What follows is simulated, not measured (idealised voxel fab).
Title: Process Module voxel transistor to metal
Each square cell in cross-section cut measures 5 nm, and the section as a whole is 190 nm wide.
Cross-sections here: square-cell grids, written as top-down lists of bands, a band being one or more rows of cells. Heights first: top, then bottom, in nm. Then materials, left to right, each with a width in nm. "all across" on a single material: fills the band edge to edge. "blank": empty space. Heads up on the height convention: 0 is the point under which the incoming wafer is all one material, and the lowest band has no bottom, it just keeps going down, like "from 0 down". Read "30..40" as a graded width: first number on top, second number at the bottom, same change between each pair of neighbouring rows. No cell of the cross-section changed in a step that is given as "no modifications". Under "Fully closed voids" you'll find the enclosed gaps, the ones with no way out to the top, that are 8 cells or bigger; each reads width x height at distance, with distance counted from the left edge, everything in nm. Text after the settings on a step's line: the simulator's own remark on that step. What "overlay nm" on a step's line means: if the step has a mask, that mask lay this far to the right of its planned place, or, when the value is negative, to the left.

# Set out below are the planned steps of the process
1. RECEIVE | material Si
2. OXIDIZE | depth nm 5
3. CONFORMAL_DEP | material SiN | thk nm 15
4. DIRECTIONAL_DEP | material aC | thk nm 10
5. PATTERN | tone cover | mask id ACTIVE | material resist | width nm 110 | thk nm 30 | overlay nm 0
6. DIRECTIONAL_ETCH | etch materials aC | depth nm 10
7. STRIP | etch materials resist
8. DIRECTIONAL_ETCH | etch materials SiN | depth nm 15
9. DIRECTIONAL_ETCH | etch materials SiO2 | depth nm 5
10. DIRECTIONAL_ETCH | etch materials Si | depth nm 25
11. STRIP | etch materials aC
12. OXIDIZE | depth nm 5
13. FILL_DEP | material SiO2 | thk nm 10
14. CMP | height nm 15
15. SELECTIVE_ETCH | etch materials SiO2 | depth nm 10
16. STRIP | etch materials SiN
17. SELECTIVE_ETCH | etch materials SiO2 | depth nm 5
18. OXIDIZE | depth nm 5
19. DIRECTIONAL_DEP | material polySi | thk nm 20
20. DIRECTIONAL_DEP | material SiCN | thk nm 15
21. PATTERN | tone cover | mask id GATE | material resist | width nm 20 | thk nm 15 | overlay nm 0
22. DIRECTIONAL_ETCH | etch materials SiCN | depth nm 25
23. DIRECTIONAL_ETCH | etch materials polySi | depth nm 30
24. STRIP | etch materials resist
25. CONFORMAL_DEP | material SiN | thk nm 5
26. DIRECTIONAL_ETCH | etch materials SiN | depth nm 5
27. DIRECTIONAL_ETCH | etch materials SiO2 | depth nm 5
28. EPI | material pSi | thk nm 5
29. FILL_DEP | material SiO2 | thk nm 10
30. CMP | height nm 30
31. DIRECTIONAL_DEP | material SiO2 | thk nm 15
32. DIRECTIONAL_DEP | material aC | thk nm 15
33. PATTERN | tone open | mask id CONTACT | material resist | width nm 35 | pitch nm 65 | thk nm 35 | overlay nm 0
34. DIRECTIONAL_ETCH | etch materials aC | depth nm 15
35. STRIP | etch materials resist
36. DIRECTIONAL_ETCH | etch materials SiO2 | depth nm 50
37. STRIP | etch materials aC
38. CONFORMAL_DEP | material TiN | thk nm 5
39. FILL_DEP | material Ru | thk nm 10
40. CMP | height nm 45
41. CONFORMAL_DEP | material SiCN | thk nm 5
42. DIRECTIONAL_DEP | material lowk | thk nm 25
43. DIRECTIONAL_DEP | material aC | thk nm 10
44. PATTERN | tone open | mask id METAL_1 | material resist | width nm 20 | pitch nm 80 | thk nm 25 | overlay nm 0
45. DIRECTIONAL_ETCH | etch materials aC | depth nm 10
46. STRIP | etch materials resist
47. DIRECTIONAL_ETCH | etch materials lowk | depth nm 25
48. DIRECTIONAL_ETCH | etch materials SiCN | depth nm 5
49. STRIP | etch materials aC
50. CONFORMAL_DEP | material TiN | thk nm 5
51. FILL_DEP | material Cu | thk nm 5
52. CMP | height nm 75
53. CONFORMAL_DEP | material SiCN | thk nm 5

# So this is the incoming wafer in cross-section - it's already been through step 1
> from 0 down: Si all across
> Fully closed voids: none

# As-planned run: cross-section of the first of two wafers at end of module
> from 80 to 75: SiCN all across
> from 75 to 50: 45 of lowk; 5 of TiN; 10 of Cu; 5 of TiN; 60 of lowk; 5 of TiN; 10 of Cu; 5 of TiN; 45 of lowk
> from 50 to 45: 45 of SiCN; 20 of TiN; 60 of SiCN; 20 of TiN; 45 of SiCN
> from 45 to 30: 45 of SiO2; 5 of TiN; 25 of Ru; 5 of TiN; 30 of SiO2; 5 of TiN; 25 of Ru; 5 of TiN; 45 of SiO2
> from 30 to 15: 45 of SiO2; 5 of TiN; 25 of Ru; 5 of TiN; 5 of SiN; 20 of SiCN; 5 of SiN; 5 of TiN; 25 of Ru; 5 of TiN; 45 of SiO2
> from 15 to 0: 45 of SiO2; 5 of TiN; 25 of Ru; 5 of TiN; 5 of SiN; 20 of polySi; 5 of SiN; 5 of TiN; 25 of Ru; 5 of TiN; 45 of SiO2
> from 0 to -5: 35 of SiO2; 5 of SiN; 5 of SiO2; 35 of TiN; 5 of SiN; 20 of polySi; 5 of SiN; 35 of TiN; 5 of SiO2; 5 of SiN; 35 of SiO2
> from -5 to -10: 40 of SiO2; 40 of pSi; 30 of SiO2; 40 of pSi; 40 of SiO2
> from -10 to -35: 45 of SiO2; 100 of Si; 45 of SiO2
> from -35 down: Si all across
> Fully closed voids: none

# Cross-section, second wafer: same start as the first, same plan as the first, one mistake in running it; taken at the end of the module
> from 80 to 75: SiCN all across
> from 75 to 50: 45 of lowk; 5 of TiN; 10 of SiN; 5 of TiN; 60 of lowk; 5 of TiN; 10 of SiN; 5 of TiN; 45 of lowk
> from 50 to 45: 45 of SiCN; 20 of TiN; 60 of SiCN; 20 of TiN; 45 of SiCN
> from 45 to 30: 45 of SiO2; 5 of TiN; 25 of Ru; 5 of TiN; 30 of SiO2; 5 of TiN; 25 of Ru; 5 of TiN; 45 of SiO2
> from 30 to 15: 45 of SiO2; 5 of TiN; 25 of Ru; 5 of TiN; 5 of SiN; 20 of SiCN; 5 of SiN; 5 of TiN; 25 of Ru; 5 of TiN; 45 of SiO2
> from 15 to 0: 45 of SiO2; 5 of TiN; 25 of Ru; 5 of TiN; 5 of SiN; 20 of polySi; 5 of SiN; 5 of TiN; 25 of Ru; 5 of TiN; 45 of SiO2
> from 0 to -5: 35 of SiO2; 5 of SiN; 5 of SiO2; 35 of TiN; 5 of SiN; 20 of polySi; 5 of SiN; 35 of TiN; 5 of SiO2; 5 of SiN; 35 of SiO2
> from -5 to -10: 40 of SiO2; 40 of pSi; 30 of SiO2; 40 of pSi; 40 of SiO2
> from -10 to -35: 45 of SiO2; 100 of Si; 45 of SiO2
> from -35 down: Si all across
> Fully closed voids: none
What was done differently from what was planned? in deviation from the planned setting, step 51 was conducted as FILL_DEP | material SiN | thk nm 5
End check, counted in cells, second wafer has more or fewer of these materials than the first: Cu: 20 fewer; SiN: 20 more
